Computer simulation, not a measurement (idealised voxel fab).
Herein follows the process module entitled voxel self aligned vias.
Displayed cross-section: cut, width of 275 nm, square cells sized 5 nm.
Just so we're on the same page, the cross-sections are grids of square cells, and they're listed out in bands top to bottom, each band one or more rows deep.
Basically the band line says how high the top is and how high the bottom is, in nm, and then what's in it from left to right, every material with its width in nm. Empty space shows up as "air", and if a single material carries "all across" it runs the full band edge to edge.
Heights from 0 (as-received wafer is one material below). Bottom band endless downward, as "top 0, no bottom".
The two numbers in a width such as "30..40" mark its ends across the band: the first belongs to the top row of cells, the second to the bottom row, and from each row to the next the width moves by the same amount.
What does "changes: none" mean for a step? It means no cell of the cross-section changed in that step.
The list in "Enclosed void list" covers empty spaces of 8 cells or more that cannot reach the top through any open way, and it gives each as width x height at distance; the distance is from the left edge, and width, height and distance are in nm.
Anything after a step's settings on that line? It's the simulator's own note about the step.
The setting "overlay nm" may be written on the line of a step. When the step uses a mask, the value reports how far to the right of the planned place the mask lay, and a negative value reports that it lay to the left.

## The steps planned for the process are as follows
1. RECEIVE [material Si]
2. CONFORMAL_DEP [material SiO2] [thk nm 10]
3. CONFORMAL_DEP [material SiCN] [thk nm 5]
4. DIRECTIONAL_DEP [material SiO2] [thk nm 20]
5. MASKED_ETCH [tone open] [mask id LINES] [width nm 20] [pitch nm 50] [etch materials SiO2] [depth nm 20] [overlay nm 0]
6. CONFORMAL_DEP [material TiN] [thk nm 5]
7. FILL_DEP [material W] [thk nm 10]
8. CMP [height nm 35]
9. SELECTIVE_ETCH [etch materials W Ru TiN] [depth nm 10]
10. FILL_DEP [material SiN] [thk nm 10]
11. CMP [height nm 35]
12. DIRECTIONAL_DEP [material SiO2] [thk nm 15]
13. PATTERN [tone open] [mask id VIAS] [material resist] [width nm 30] [thk nm 15] [overlay nm 0]
14. DIRECTIONAL_ETCH [etch materials SiO2] [depth nm 15]
15. DIRECTIONAL_ETCH [etch materials SiN] [depth nm 10]
16. STRIP [etch materials resist]
17. CONFORMAL_DEP [material TiN] [thk nm 5]
18. FILL_DEP [material Ru] [thk nm 5]
19. CMP [height nm 50]
20. CONFORMAL_DEP [material SiN] [thk nm 5]

## Wafer as received: cross-section following step 1
    top 0, no bottom  Si all across
    Enclosed void list: none

## Cross-sectional image of the first of two wafers at the end of the module, the run having proceeded as planned
    top 55, bottom 50  SiN all across
    top 50, bottom 40  95 nm SiO2, 5 nm TiN, 20 nm Ru, 5 nm TiN, 150 nm SiO2
    top 40, bottom 35  95 nm SiO2, 10 nm TiN, 10 nm Ru, 10 nm TiN, 150 nm SiO2
    top 35, bottom 30  100 nm SiO2, 5 nm TiN, 10 nm Ru, 5 nm TiN, 30 nm SiO2, 20 nm SiN, 105 nm SiO2
    top 30, bottom 25  100 nm SiO2, 20 nm TiN, 30 nm SiO2, 20 nm SiN, 105 nm SiO2
    top 25, bottom 20  100 nm SiO2, 5 nm TiN, 10 nm W, 5 nm TiN, 30 nm SiO2, 5 nm TiN, 10 nm W, 5 nm TiN, 105 nm SiO2
    top 20, bottom 15  100 nm SiO2, 20 nm TiN, 30 nm SiO2, 20 nm TiN, 105 nm SiO2
    top 15, bottom 10  SiCN all across
    top 10, bottom 0  SiO2 all across
    top 0, no bottom  Si all across
    Enclosed void list: none

## What the second wafer looks like in cross-section once the module is done. Its start and its plan matched the first wafer's exactly; what differed was one mistake in how it was run
    top 55, bottom 50  SiN all across
    top 50, bottom 40  95 nm SiO2, 5 nm TiN, 20 nm Ru, 5 nm TiN, 150 nm SiO2
    top 40, bottom 35  95 nm SiO2, 30 nm TiN, 150 nm SiO2
    top 35, bottom 30  SiCN all across
    top 30, bottom 0  SiO2 all across
    top 0, no bottom  Si all across
    Enclosed void list: none
What was done differently from what was planned? ran 3 and 4 in swapped order versus the plan
Looking at both finished wafers in cells, the second ends up ahead of or behind the first on some materials: Ru -4, SiN -8, SiO2 +32, TiN -16, W -4
